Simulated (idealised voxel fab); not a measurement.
The document below concerns the process module designated voxel spacer lines.
Pictured: cross-section cut, 155 nm wide, on a grid of 5 nm square cells.
Bands, listed from the top down, are how a cross-section gets written in this document; the cross-section itself is a grid of square cells, and a band is one or more rows of them.
Look at the band entry: it leads with the top's height and the bottom's height in nm. Then it lists the materials left to right, with a width in nm for each. The word "throughout" on a single material says that material fills the band edge to edge. The word "air" is empty space.
Heads up on the height convention: 0 is the point under which the incoming wafer is all one material, and the lowest band has no bottom, it just keeps going down, like "0 -> down".
The expression "30 to 40" gives the width at the extremes of the band, the first number at its top row of cells and the second at its bottom row, with the width changing by equal amounts from each row to the next in between.
"nothing altered" after a step means that no cell of the cross-section changed.
"Sealed internal voids" - sealed voids, min. 8 cells, no opening to top; format: width x height at distance (distance from left edge; nm throughout).
On a step's line, text after the settings is the simulator commenting on that step.
If you see "overlay nm" on a step's line and that step has a mask, it's telling you how far right of where it was planned the mask ended up; a negative number means it went left instead.
-- Below is the list of planned process steps
1) RECEIVE (material Si)
2) CONFORMAL_DEP (material SiO2; thk nm 10)
3) DIRECTIONAL_DEP (material polySi; thk nm 10)
4) DIRECTIONAL_DEP (material aC; thk nm 30)
5) PATTERN (tone cover; mask id MANDREL; material resist; width nm 20; pitch nm 60; thk nm 35; overlay nm 0)
6) DIRECTIONAL_ETCH (etch materials aC; depth nm 30)
7) STRIP (etch materials resist)
8) CONFORMAL_DEP (material SiN; thk nm 10)
9) DIRECTIONAL_ETCH (etch materials SiN; depth nm 10)
10) STRIP (etch materials aC)
11) DIRECTIONAL_ETCH (etch materials polySi; depth nm 10)
12) STRIP (etch materials SiN)
-- first wafer, as planned
-- Cross-section, incoming material, after step 1
- 0 -> down  Si throughout
- Sealed internal voids: none
-- How the wafer stands in section after step 2
- 10 -> 0  SiO2 throughout
- Below 0, the layers are the same as they were.
-- How the wafer stands in section after step 3
- 20 -> 10  polySi throughout
- Below 10, the layers are the same as they were.
-- How the wafer stands in section after step 4
- 50 -> 20  aC throughout
- Below 20, the layers are the same as they were.
-- How the wafer stands in section after step 5
- 85 -> 50  air=35  resist=20  air=40  resist=20  air=40
- Below 50, the layers are the same as they were.
-- How the wafer stands in section after step 6
- 55 -> 50  air=35  resist=20  air=40  resist=20  air=40
- 50 -> 20  air=35  aC=20  air=40  aC=20  air=40
- Below 20, the layers are the same as they were.
-- How the wafer stands in section after step 7
- 50 -> 20  air=35  aC=20  air=40  aC=20  air=40
- Below 20, the layers are the same as they were.
-- How the wafer stands in section after step 8
- 60 -> 50  air=25  SiN=40  air=20  SiN=40  air=30
- 50 -> 30  air=25  SiN=10  aC=20  SiN=10  air=20  SiN=10  aC=20  SiN=10  air=30
- 30 -> 20  SiN=35  aC=20  SiN=40  aC=20  SiN=40
- Below 20, the layers are the same as they were.
-- How the wafer stands in section after step 9
- 50 -> 20  air=25  SiN=10  aC=20  SiN=10  air=20  SiN=10  aC=20  SiN=10  air=30
- Below 20, the layers are the same as they were.
-- How the wafer stands in section after step 10
- 50 -> 20  air=25  SiN=10  air=20  SiN=10  air=20  SiN=10  air=20  SiN=10  air=30
- Below 20, the layers are the same as they were.
-- How the wafer stands in section after step 11
- 50 -> 20  air=25  SiN=10  air=20  SiN=10  air=20  SiN=10  air=20  SiN=10  air=30
- 20 -> 10  air=25  polySi=10  air=20  polySi=10  air=20  polySi=10  air=20  polySi=10  air=30
- Below 10, the layers are the same as they were.
-- How the wafer stands in section after step 12
- 20 -> 10  air=25  polySi=10  air=20  polySi=10  air=20  polySi=10  air=20  polySi=10  air=30
- Below 10, the layers are the same as they were.
-- Here the second wafer is described. Its start and its plan were those of the first wafer. Its run contained one mistake. Up to and including step 4, it did exactly what the first wafer did
-- Cross-section, second wafer, at the end time the plan gives for step 5
- 85 -> 50  air=30  resist=20  air=40  resist=20  air=45
- Below 50, the layers are the same as they were.
-- Cross-section, second wafer, at the end time the plan gives for step 6
- 55 -> 50  air=30  resist=20  air=40  resist=20  air=45
- 50 -> 20  air=30  aC=20  air=40  aC=20  air=45
- Below 20, the layers are the same as they were.
-- Cross-section, second wafer, at the end time the plan gives for step 7
- 50 -> 20  air=30  aC=20  air=40  aC=20  air=45
- Below 20, the layers are the same as they were.
-- Cross-section, second wafer, at the end time the plan gives for step 8
- 60 -> 50  air=20  SiN=40  air=20  SiN=40  air=35
- 50 -> 30  air=20  SiN=10  aC=20  SiN=10  air=20  SiN=10  aC=20  SiN=10  air=35
- 30 -> 20  SiN=30  aC=20  SiN=40  aC=20  SiN=45
- Below 20, the layers are the same as they were.
-- Cross-section, second wafer, at the end time the plan gives for step 9
- 50 -> 20  air=20  SiN=10  aC=20  SiN=10  air=20  SiN=10  aC=20  SiN=10  air=35
- Below 20, the layers are the same as they were.
-- Cross-section, second wafer, at the end time the plan gives for step 10
- 50 -> 20  air=20  SiN=10  air=20  SiN=10  air=20  SiN=10  air=20  SiN=10  air=35
- Below 20, the layers are the same as they were.
-- Cross-section, second wafer, at the end time the plan gives for step 11
- 50 -> 20  air=20  SiN=10  air=20  SiN=10  air=20  SiN=10  air=20  SiN=10  air=35
- 20 -> 10  air=20  polySi=10  air=20  polySi=10  air=20  polySi=10  air=20  polySi=10  air=35
- Below 10, the layers are the same as they were.
-- Cross-section, second wafer, at the end time the plan gives for step 12
- 20 -> 10  air=20  polySi=10  air=20  polySi=10  air=20  polySi=10  air=20  polySi=10  air=35
- Below 10, the layers are the same as they were.
In executing the process, a mistake was made relative to the plan: so step 5 ended up running with a different setting than we planned, it ran as PATTERN (tone cover; mask id MANDREL; material resist; width nm 20; pitch nm 60; thk nm 35; overlay nm -5)
Cell counts per material: same on both final wafers. Positions: different.
